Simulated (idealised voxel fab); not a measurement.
Process module under the name voxel quadruple lines
The cross-section on display is named cut; it measures 240 nm wide, and its cells are 5 nm squares.
Cross-section = grid of square cells, listed top down in bands; band = one or more rows. Top, bottom (nm), then materials left to right with widths (nm); lone material tagged "all across" fills the whole band edge to edge; "empty" = empty space. Counting heights begins at 0, where everything beneath is, in the wafer as received, one material. The lowest band has no bottom; it goes on downwards, as "0 down" shows. Width "30 to 40": first value at the band's top row of cells, second value at its bottom row, equal change from row to row. Where the words "nothing changed" appear for a step, the cross-section shows no cell changed by that step; every cell remained as before. Voids not open to the top, 8 cells minimum: see "Completely sealed voids". Written width x height at distance; distance is from the left edge; nm. Where a step's line continues beyond its settings, the continuation is a remark by the simulator itself on that step. On any step carrying a mask, the "overlay nm" setting, if present on the step's line, tells how far right of its planned place the mask lay; negative values point to the left.
**Planned step list for the process**
1 RECEIVE,material Si
2 CONFORMAL_DEP,material SiO2,thk nm 5
3 DIRECTIONAL_DEP,material W,thk nm 10
4 DIRECTIONAL_DEP,material polySi,thk nm 15
5 DIRECTIONAL_DEP,material aC,thk nm 20
6 PATTERN,tone cover,mask id MANDREL,material resist,width nm 25,pitch nm 80,thk nm 30,overlay nm 0
7 DIRECTIONAL_ETCH,etch materials aC,depth nm 20
8 STRIP,etch materials resist
9 CONFORMAL_DEP,material SiO2,thk nm 15
10 DIRECTIONAL_ETCH,etch materials SiO2,depth nm 15
11 STRIP,etch materials aC
12 DIRECTIONAL_ETCH,etch materials polySi,depth nm 15
13 STRIP,etch materials SiO2
14 CONFORMAL_DEP,material SiN,thk nm 5
15 DIRECTIONAL_ETCH,etch materials SiN,depth nm 5
16 STRIP,etch materials polySi
17 DIRECTIONAL_ETCH,etch materials W,depth nm 10
18 STRIP,etch materials SiN
**So this is the incoming wafer in cross-section - it's already been through step 1**
  0 down: Si all across
  Completely sealed voids: none
**a wafer at the end: this start, this plan, one mistake**
  10 to 0: empty: 45 / W: 5 / empty: 15 / W: 5 / empty: 15 / W: 5 / empty: 15 / W: 5 / empty: 15 / W: 5 / empty: 15 / W: 5 / empty: 15 / W: 5 / empty: 15 / W: 5 / empty: 50
  0 down: Si all across
  Completely sealed voids: none
Run error: step 2 of the plan was omitted and not executed
